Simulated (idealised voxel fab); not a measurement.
voxel gate over fins: a process module
Each square cell in cross-section cut measures 5 nm, and the section as a whole is 165 nm wide.
A cross-section in this document is a grid of square cells, and it is written down as bands, the top band listed before the ones below it; a band is made up of one or more rows of cells.
Per band: top height and bottom height in nm, followed by the left-to-right materials and their widths in nm; "throughout" marks a single material spanning edge to edge, "empty" marks empty space.
Height 0 is the level under which the wafer as received is all one material. The lowest band goes on downwards, as in "z 0 and below".
The notation "30->40" denotes a width that varies across the rows of cells in the band, beginning at the first number in the top row, finishing at the second number in the bottom row, and changing by an identical amount from each row to the next.
Where a step carries "no change occurred", the cross-section came out of it unchanged, cell for cell.
So "Enclosed internal voids" is basically the list of trapped voids: any empty space of 8 cells or more that can't reach the top through an opening. They're written width x height at distance, the distance being from the left edge, and it's all nm.
On each step's line, the part that comes after the settings is the simulator's own comment on the step.
overlay nm: mask offset rightward from planned place, masked step; negative means leftward offset.
[The steps planned for the process are as follows]
1: RECEIVE: material Si
2: CONFORMAL_DEP: material SiN, thk nm 10
3: MASKED_ETCH: tone cover, mask id FINS, width nm 15, pitch nm 55, etch materials SiN, depth nm 10, overlay nm 0
4: MASKED_ETCH: tone cover, mask id FINS, width nm 15, pitch nm 55, etch materials Si, depth nm 30, overlay nm 0
5: OXIDIZE: depth nm 5
6: FILL_DEP: material SiO2, thk nm 5
7: CMP: height nm 10
8: DIRECTIONAL_DEP: material aC, thk nm 10
9: PATTERN: tone open, mask id RAIL, material resist, width nm 15, thk nm 30, overlay nm 0
10: DIRECTIONAL_ETCH: etch materials aC, depth nm 10
11: STRIP: etch materials resist
12: DIRECTIONAL_ETCH: etch materials SiO2, depth nm 35
13: STRIP: etch materials aC
14: CONFORMAL_DEP: material TiN, thk nm 5
15: FILL_DEP: material W, thk nm 5
16: CMP: height nm 10
17: SELECTIVE_ETCH: etch materials W Ru TiN, depth nm 30
18: FILL_DEP: material SiO2, thk nm 5
19: CMP: height nm 10
20: SELECTIVE_ETCH: etch materials SiO2, depth nm 20
21: STRIP: etch materials SiN
22: CONFORMAL_DEP: material HfO2, thk nm 5
23: CONFORMAL_DEP: material TiN, thk nm 5
24: CONFORMAL_DEP: material TiAl, thk nm 5
25: CONFORMAL_DEP: material TiN, thk nm 5
26: FILL_DEP: material W, thk nm 10
27: CMP: height nm 25
28: CONFORMAL_DEP: material SiN, thk nm 10
Across this set of wafers, the varied parameter is the width nm of step 4. Starting conditions are identical for every wafer, and the plan reports the value assigned to the first wafer.
[Step 1 complete: as-received cross-section of the first of several wafers]
	z 0 and below = Si throughout
	Enclosed internal voids: none
[Wafer cross-section (first of several) - module end, post step 28 (last step)]
	z 35 to 25 = SiN throughout
	z 25 to 20 = W throughout
	z 20 to 15 = W=30, TiN=45, W=10, TiN=45, W=35
	z 15 to 10 = W=30, TiN=5, TiAl=35, TiN=5, W=10, TiN=5, TiAl=35, TiN=5, W=35
	z 10 to 5 = TiN=35, TiAl=5, TiN=25, TiAl=5, TiN=20, TiAl=5, TiN=25, TiAl=5, TiN=40
	z 5 to 0 = TiAl=40, TiN=5, HfO2=15, TiN=5, TiAl=30, TiN=5, HfO2=15, TiN=5, TiAl=45
	z 0 to -5 = TiN=45, HfO2=5, Si=5, HfO2=5, TiN=40, HfO2=5, Si=5, HfO2=5, TiN=50
	z -5 to -10 = HfO2=50, Si=5, HfO2=50, Si=5, HfO2=55
	z -10 to -20 = SiO2=50, Si=5, SiO2=50, Si=5, SiO2=55
	z -20 to -25 = SiO2=50, Si=5, SiO2=15, TiN=15, SiO2=20, Si=5, SiO2=55
	z -25 to -35 = SiO2=50, Si=5, SiO2=50, Si=5, SiO2=55
	z -35 and below = Si throughout
	Enclosed internal voids: none
[Cross-section of the final wafer among several, taken at the end of the module]
	z 35 to 25 = SiN throughout
	z 25 to 20 = W throughout
	z 20 to 15 = W=30, TiN=45, W=10, TiN=45, W=35
	z 15 to 10 = W=25, TiN=10, TiAl=35, TiN=20, TiAl=35, TiN=15, W=25
	z 10 to 5 = TiN=30, TiAl=10, TiN=25, TiAl=15, TiN=5, TiAl=10, TiN=25, TiAl=15, TiN=30
	z 5 to 0 = TiAl=35, TiN=10, HfO2=15, TiN=15, TiAl=15, TiN=10, HfO2=15, TiN=15, TiAl=35
	z 0 to -5 = TiN=40, HfO2=10, Si=5, HfO2=15, TiN=25, HfO2=10, Si=5, HfO2=15, TiN=40
	z -5 to -10 = HfO2=45, Si=20, HfO2=35, Si=20, HfO2=45
	z -10 to -20 = SiO2=45, Si=20, SiO2=35, Si=20, SiO2=45
	z -20 to -25 = SiO2=45, Si=20, SiO2=5, TiN=15, SiO2=15, Si=20, SiO2=45
	z -25 to -35 = SiO2=45, Si=20, SiO2=35, Si=20, SiO2=45
	z -35 and below = Si throughout
	Enclosed internal voids: none
[Take any row and you have a wafer at the end of the module: how many cells of each material it has gained (+) or lost (-) since it was received, and then its closed voids]
width nm 15, +41 HfO2, -217 Si, +66 SiN, +152 SiO2, +41 TiAl, +85 TiN, +63 W, Enclosed internal voids: none
width nm 20, +41 HfO2, -205 Si, +66 SiN, +142 SiO2, +41 TiAl, +85 TiN, +61 W, Enclosed internal voids: none
width nm 25, +41 HfO2, -193 Si, +66 SiN, +132 SiO2, +41 TiAl, +85 TiN, +59 W, Enclosed internal voids: none
width nm 30, +41 HfO2, -181 Si, +66 SiN, +122 SiO2, +41 TiAl, +84 TiN, +58 W, Enclosed internal voids: none
